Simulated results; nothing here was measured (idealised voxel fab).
process module | voxel self aligned contacts
cross-section cut | 210 nm wide | cells 5 nm
A cross-section is a grid of square cells, given in bands from the top down. A band is one or more rows of cells.
Each band's line starts with the height of the band's top and of its bottom, in nm. Then come its materials from left to right, each with its width in nm. One material with "throughout" fills the band from edge to edge. "air" is empty space.
Height 0 is the level under which the wafer as received is all one material. The lowest band goes on downwards, as in "0 down".
A width such as "30 to 40" changes by the same amount from each row of cells to the next, from the band's top row to its bottom row.
"no change" after a step means that no cell of the cross-section changed.
closed voids: empty space of 8 cells or more with no open way to the top, each as width x height at its distance from the left edge, in nm
after a step's settings: what the simulator itself notes on the step
overlay nm, on a step with a mask: how far to the right of its planned place the mask lay; to the left if negative
plan
1 op RECEIVE | material Si
2 op OXIDIZE | depth nm 5
3 op DIRECTIONAL_DEP | material polySi | thk nm 30
4 op DIRECTIONAL_DEP | material SiN | thk nm 20
5 op PATTERN | tone cover | mask id GATE | material resist | width nm 30 | pitch nm 65 | thk nm 20 | overlay nm 0
6 op DIRECTIONAL_ETCH | etch materials SiN | depth nm 20
7 op DIRECTIONAL_ETCH | etch materials polySi | depth nm 30
8 op STRIP | etch materials resist
9 op CONFORMAL_DEP | material SiN | thk nm 10
10 op DIRECTIONAL_ETCH | etch materials SiN | depth nm 10
11 op FILL_DEP | material SiO2 | thk nm 15
12 op CMP | height nm 55
13 op PATTERN | tone open | mask id CONTACT | material resist | width nm 45 | pitch nm 65 | thk nm 15 | overlay nm 0
14 op DIRECTIONAL_ETCH | etch materials SiO2 | depth nm 60
15 op STRIP | etch materials resist
16 op CONFORMAL_DEP | material TiN | thk nm 5
17 op FILL_DEP | material W | thk nm 5
18 op CMP | height nm 55
19 op CONFORMAL_DEP | material SiCN | thk nm 5
as received, after step 1
  0 down: Si throughout
  closed voids: none
a wafer at the end: this start, this plan, one mistake
  60 to 55: SiCN throughout
  55 to 45: SiO2 50 | TiN 5 | W 35 | TiN 5 | SiO2 20 | TiN 5 | W 35 | TiN 5 | SiO2 50
  45 to 40: SiO2 50 | TiN 10 | W 25 | TiN 10 | SiO2 20 | TiN 10 | W 25 | TiN 10 | SiO2 50
  40 to 30: SiO2 25 | SiN 30 | TiN 5 | W 25 | TiN 5 | SiN 30 | TiN 5 | W 25 | TiN 5 | SiN 30 | SiO2 25
  30 to 0: SiO2 25 | polySi 30 | TiN 5 | W 25 | TiN 5 | polySi 30 | TiN 5 | W 25 | TiN 5 | polySi 30 | SiO2 25
  0 to -5: SiO2 55 | TiN 35 | SiO2 30 | TiN 35 | SiO2 55
  -5 down: Si throughout
  closed voids: none
what went wrong: step 9 was left out
